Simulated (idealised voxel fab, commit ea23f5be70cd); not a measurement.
The following process module bears the name voxel wiring stack.
Cross-section cut spans 220 nm and uses square cells 5 nm in size.
Reading order for cross-sections: top band down to bottom band. Underlying form: a grid of square cells. Band size: one or more rows of cells.
It is stipulated that each band's entry specify, in nanometres, the height of the top of the band and then that of its bottom, followed by the materials of the band in left-to-right sequence, each together with its width in nanometres. A single material marked by the word "everywhere" is understood to fill the band from edge to edge; the word "empty" is understood to denote empty space.
Counting heights begins at 0, where everything beneath is, in the wafer as received, one material. The lowest band has no bottom; it goes on downwards, as "0 -> down" shows.
Width: "30 to 40" (first number = top row, second number = bottom row, same change from row to row of cells).
Basically "no modifications" means that step didn't change any cell in the cross-section.
Voids not open to the top, 8 cells minimum: see "Enclosed void catalog". Written width x height at distance; distance is from the left edge; nm.
It should be noted that, on the line of a given step, the content following the step's settings is a remark produced by the simulator itself with respect to that step.
For masked steps, "overlay nm" on the step line gives how far right of plan the mask actually lay; a minus sign means it lay to the left.
Here's what the planned process steps look like:
1,RECEIVE [material Si]
2,CONFORMAL_DEP [material SiO2] [thk nm 10]
3,CONFORMAL_DEP [material SiN] [thk nm 5]
4,DIRECTIONAL_DEP [material lowk] [thk nm 15]
5,MASKED_ETCH [tone open] [mask id METAL_1] [width nm 20] [pitch nm 50] [etch materials lowk] [depth nm 15] [overlay nm 0]
6,MASKED_ETCH [tone open] [mask id METAL_1] [width nm 20] [pitch nm 50] [etch materials SiN] [depth nm 5] [overlay nm 0]
7,CONFORMAL_DEP [material TiN] [thk nm 5]
8,FILL_DEP [material Cu] [thk nm 5]
9,CMP [height nm 30]
10,CONFORMAL_DEP [material SiCN] [thk nm 5]
11,DIRECTIONAL_DEP [material SiO2] [thk nm 10]
12,MASKED_ETCH [tone open] [mask id PLUG_1] [width nm 15] [pitch nm 50] [etch materials SiO2] [depth nm 10] [overlay nm 0]
13,MASKED_ETCH [tone open] [mask id PLUG_1] [width nm 15] [pitch nm 50] [etch materials SiCN] [depth nm 5] [overlay nm 0]
14,EPI [material Ru] [thk nm 10]
15,EPI [material Ru] [thk nm 5]
16,DIRECTIONAL_DEP [material TiN] [thk nm 5]
17,DIRECTIONAL_DEP [material Ru] [thk nm 20]
18,DIRECTIONAL_DEP [material aC] [thk nm 15]
19,PATTERN [tone cover] [mask id METAL_2] [material resist] [width nm 20] [pitch nm 50] [thk nm 30] [overlay nm 0]
20,DIRECTIONAL_ETCH [etch materials aC] [depth nm 15]
21,STRIP [etch materials resist]
22,DIRECTIONAL_ETCH [etch materials Ru] [depth nm 20]
23,DIRECTIONAL_ETCH [etch materials TiN] [depth nm 5]
24,STRIP [etch materials aC]
25,CONFORMAL_DEP [material SiN] [thk nm 5]
26,FILL_DEP [material lowk] [thk nm 10]
27,CMP [height nm 70]
28,CONFORMAL_DEP [material SiCN] [thk nm 5]
29,DIRECTIONAL_DEP [material SiO2] [thk nm 10]
30,PATTERN [tone open] [mask id PLUG_2] [material resist] [width nm 15] [pitch nm 50] [thk nm 15] [overlay nm 0]
31,DIRECTIONAL_ETCH [etch materials SiO2] [depth nm 10]
32,DIRECTIONAL_ETCH [etch materials SiCN] [depth nm 5]
33,STRIP [etch materials resist]
34,EPI [material Ru] [thk nm 10]
35,EPI [material Ru] [thk nm 5]
36,CONFORMAL_DEP [material SiN] [thk nm 5]
37,DIRECTIONAL_DEP [material SiO2] [thk nm 25]
38,PATTERN [tone open] [mask id METAL_3] [material resist] [width nm 20] [pitch nm 50] [thk nm 15] [overlay nm 0]
39,DIRECTIONAL_ETCH [etch materials SiO2] [depth nm 25]
40,DIRECTIONAL_ETCH [etch materials SiN] [depth nm 5]
41,STRIP [etch materials resist]
42,CONFORMAL_DEP [material TiN] [thk nm 5]
43,FILL_DEP [material Ru] [thk nm 5]
44,CMP [height nm 115]
45,CONFORMAL_DEP [material SiCN] [thk nm 5]
Delivered wafer in cross-section: state after step 1:
* 0 -> down = Si everywhere
* Enclosed void catalog: none
Result of the module, cross-sectioned: start per above, plan per above, one error in how it was run:
* 120 -> 115 = SiCN everywhere
* 115 -> 90 = SiO2 75  TiN 5  Cu 10  TiN 5  SiO2 30  TiN 5  Cu 10  TiN 5  SiO2 75
* 90 -> 85 = SiN 75  TiN 20  SiN 30  TiN 20  SiN 75
* 85 -> 75 = SiO2 75  Ru 15  SiO2 35  Ru 15  SiO2 80
* 75 -> 70 = SiCN 75  Ru 15  SiCN 35  Ru 15  SiCN 80
* 70 -> 50 = lowk 70  SiN 5  Ru 20  SiN 5  lowk 20  SiN 5  Ru 20  SiN 5  lowk 70
* 50 -> 45 = SiN 75  TiN 20  SiN 30  TiN 20  SiN 75
* 45 -> 35 = SiO2 75  Ru 15  SiO2 35  Ru 15  SiO2 80
* 35 -> 30 = SiCN 75  Ru 15  SiCN 35  Ru 15  SiCN 80
* 30 -> 15 = lowk 75  TiN 5  Cu 10  TiN 5  lowk 30  TiN 5  Cu 10  TiN 5  lowk 75
* 15 -> 10 = SiN 75  TiN 20  SiN 30  TiN 20  SiN 75
* 10 -> 0 = SiO2 everywhere
* 0 -> down = Si everywhere
* Enclosed void catalog: none
Want to know what went wrong? step 43 changed vs plan, executed as FILL_DEP [material Cu] [thk nm 5]
